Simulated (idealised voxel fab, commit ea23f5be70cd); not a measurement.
process module | voxel quadruple lines
cross-section cut | 260 nm wide | cells 5 nm
A cross-section is a grid of square cells, given in bands from the top down. A band is one or more rows of cells.
Each band's line starts with the height of the band's top and of its bottom, in nm. Then come its materials from left to right, each with its width in nm. One material with "throughout" fills the band from edge to edge. "air" is empty space.
Height 0 is the level under which the wafer as received is all one material. The lowest band goes on downwards, as in "0 down".
A width such as "30 to 40" changes by the same amount from each row of cells to the next, from the band's top row to its bottom row.
"no change" after a step means that no cell of the cross-section changed.
closed voids: empty space of 8 cells or more with no open way to the top, each as width x height at its distance from the left edge, in nm
after a step's settings: what the simulator itself notes on the step
overlay nm, on a step with a mask: how far to the right of its planned place the mask lay; to the left if negative
plan
1 op RECEIVE | material Si
2 op CONFORMAL_DEP | material SiO2 | thk nm 5
3 op DIRECTIONAL_DEP | material Ru | thk nm 10
4 op DIRECTIONAL_DEP | material polySi | thk nm 15
5 op DIRECTIONAL_DEP | material aC | thk nm 20
6 op PATTERN | tone cover | mask id MANDREL | material resist | width nm 35 | thk nm 25 | overlay nm 0
7 op DIRECTIONAL_ETCH | etch materials aC | depth nm 20
8 op STRIP | etch materials resist
9 op CONFORMAL_DEP | material SiO2 | thk nm 15
10 op DIRECTIONAL_ETCH | etch materials SiO2 | depth nm 15
11 op STRIP | etch materials aC
12 op DIRECTIONAL_ETCH | etch materials polySi | depth nm 15
13 op STRIP | etch materials SiO2
14 op CONFORMAL_DEP | material SiCN | thk nm 10
15 op DIRECTIONAL_ETCH | etch materials SiCN | depth nm 10
16 op STRIP | etch materials polySi
17 op DIRECTIONAL_ETCH | etch materials Ru | depth nm 10
18 op STRIP | etch materials SiCN
first wafer, as planned
as received, after step 1
  0 down: Si throughout
  closed voids: none
after step 2
  5 to 0: SiO2 throughout
  below 0: unchanged
after step 3
  15 to 5: Ru throughout
  below 5: unchanged
after step 4
  30 to 15: polySi throughout
  below 15: unchanged
after step 5
  50 to 30: aC throughout
  below 30: unchanged
after step 6
  75 to 50: air 110 | resist 35 | air 115
  below 50: unchanged
after step 7
  55 to 50: air 110 | resist 35 | air 115
  50 to 30: air 110 | aC 35 | air 115
  below 30: unchanged
after step 8
  50 to 30: air 110 | aC 35 | air 115
  below 30: unchanged
after step 9
  65 to 50: air 95 | SiO2 65 | air 100
  50 to 45: air 95 | SiO2 15 | aC 35 | SiO2 15 | air 100
  45 to 30: SiO2 110 | aC 35 | SiO2 115
  below 30: unchanged
after step 10
  50 to 30: air 95 | SiO2 15 | aC 35 | SiO2 15 | air 100
  below 30: unchanged
after step 11
  50 to 30: air 95 | SiO2 15 | air 35 | SiO2 15 | air 100
  below 30: unchanged
after step 12
  50 to 30: air 95 | SiO2 15 | air 35 | SiO2 15 | air 100
  30 to 15: air 95 | polySi 15 | air 35 | polySi 15 | air 100
  below 15: unchanged
after step 13
  30 to 15: air 95 | polySi 15 | air 35 | polySi 15 | air 100
  below 15: unchanged
after step 14
  40 to 30: air 85 | SiCN 35 | air 15 | SiCN 35 | air 90
  30 to 25: air 85 | SiCN 10 | polySi 15 | SiCN 10 | air 15 | SiCN 10 | polySi 15 | SiCN 10 | air 90
  25 to 15: SiCN 95 | polySi 15 | SiCN 35 | polySi 15 | SiCN 100
  below 15: unchanged
after step 15
  30 to 15: air 85 | SiCN 10 | polySi 15 | SiCN 10 | air 15 | SiCN 10 | polySi 15 | SiCN 10 | air 90
  below 15: unchanged
after step 16
  30 to 15: air 85 | SiCN 10 | air 15 | SiCN 10 | air 15 | SiCN 10 | air 15 | SiCN 10 | air 90
  below 15: unchanged
after step 17
  30 to 15: air 85 | SiCN 10 | air 15 | SiCN 10 | air 15 | SiCN 10 | air 15 | SiCN 10 | air 90
  15 to 5: air 85 | Ru 10 | air 15 | Ru 10 | air 15 | Ru 10 | air 15 | Ru 10 | air 90
  below 5: unchanged
after step 18
  15 to 5: air 85 | Ru 10 | air 15 | Ru 10 | air 15 | Ru 10 | air 15 | Ru 10 | air 90
  below 5: unchanged
second wafer: like start, like plan, one mistake. Through step 2 it matches the first wafer
when step 3 should have ended
  20 to 5: Ru throughout
  below 5: unchanged
when step 4 should have ended
  35 to 20: polySi throughout
  below 20: unchanged
when step 5 should have ended
  55 to 35: aC throughout
  below 35: unchanged
when step 6 should have ended
  80 to 55: air 110 | resist 35 | air 115
  below 55: unchanged
when step 7 should have ended
  60 to 55: air 110 | resist 35 | air 115
  55 to 35: air 110 | aC 35 | air 115
  below 35: unchanged
when step 8 should have ended
  55 to 35: air 110 | aC 35 | air 115
  below 35: unchanged
when step 9 should have ended
  70 to 55: air 95 | SiO2 65 | air 100
  55 to 50: air 95 | SiO2 15 | aC 35 | SiO2 15 | air 100
  50 to 35: SiO2 110 | aC 35 | SiO2 115
  below 35: unchanged
when step 10 should have ended
  55 to 35: air 95 | SiO2 15 | aC 35 | SiO2 15 | air 100
  below 35: unchanged
when step 11 should have ended
  55 to 35: air 95 | SiO2 15 | air 35 | SiO2 15 | air 100
  below 35: unchanged
when step 12 should have ended
  55 to 35: air 95 | SiO2 15 | air 35 | SiO2 15 | air 100
  35 to 20: air 95 | polySi 15 | air 35 | polySi 15 | air 100
  below 20: unchanged
when step 13 should have ended
  35 to 20: air 95 | polySi 15 | air 35 | polySi 15 | air 100
  below 20: unchanged
when step 14 should have ended
  45 to 35: air 85 | SiCN 35 | air 15 | SiCN 35 | air 90
  35 to 30: air 85 | SiCN 10 | polySi 15 | SiCN 10 | air 15 | SiCN 10 | polySi 15 | SiCN 10 | air 90
  30 to 20: SiCN 95 | polySi 15 | SiCN 35 | polySi 15 | SiCN 100
  below 20: unchanged
when step 15 should have ended
  35 to 20: air 85 | SiCN 10 | polySi 15 | SiCN 10 | air 15 | SiCN 10 | polySi 15 | SiCN 10 | air 90
  below 20: unchanged
when step 16 should have ended
  35 to 20: air 85 | SiCN 10 | air 15 | SiCN 10 | air 15 | SiCN 10 | air 15 | SiCN 10 | air 90
  below 20: unchanged
when step 17 should have ended
  35 to 20: air 85 | SiCN 10 | air 15 | SiCN 10 | air 15 | SiCN 10 | air 15 | SiCN 10 | air 90
  20 to 10: air 85 | Ru 10 | air 15 | Ru 10 | air 15 | Ru 10 | air 15 | Ru 10 | air 90
  below 10: unchanged
when step 18 should have ended
  20 to 10: air 85 | Ru 10 | air 15 | Ru 10 | air 15 | Ru 10 | air 15 | Ru 10 | air 90
  below 10: unchanged
what went wrong: step 3 ran as: op DIRECTIONAL_DEP | material Ru | thk nm 15
at the end the second wafer has, in cells: 52 more of Ru
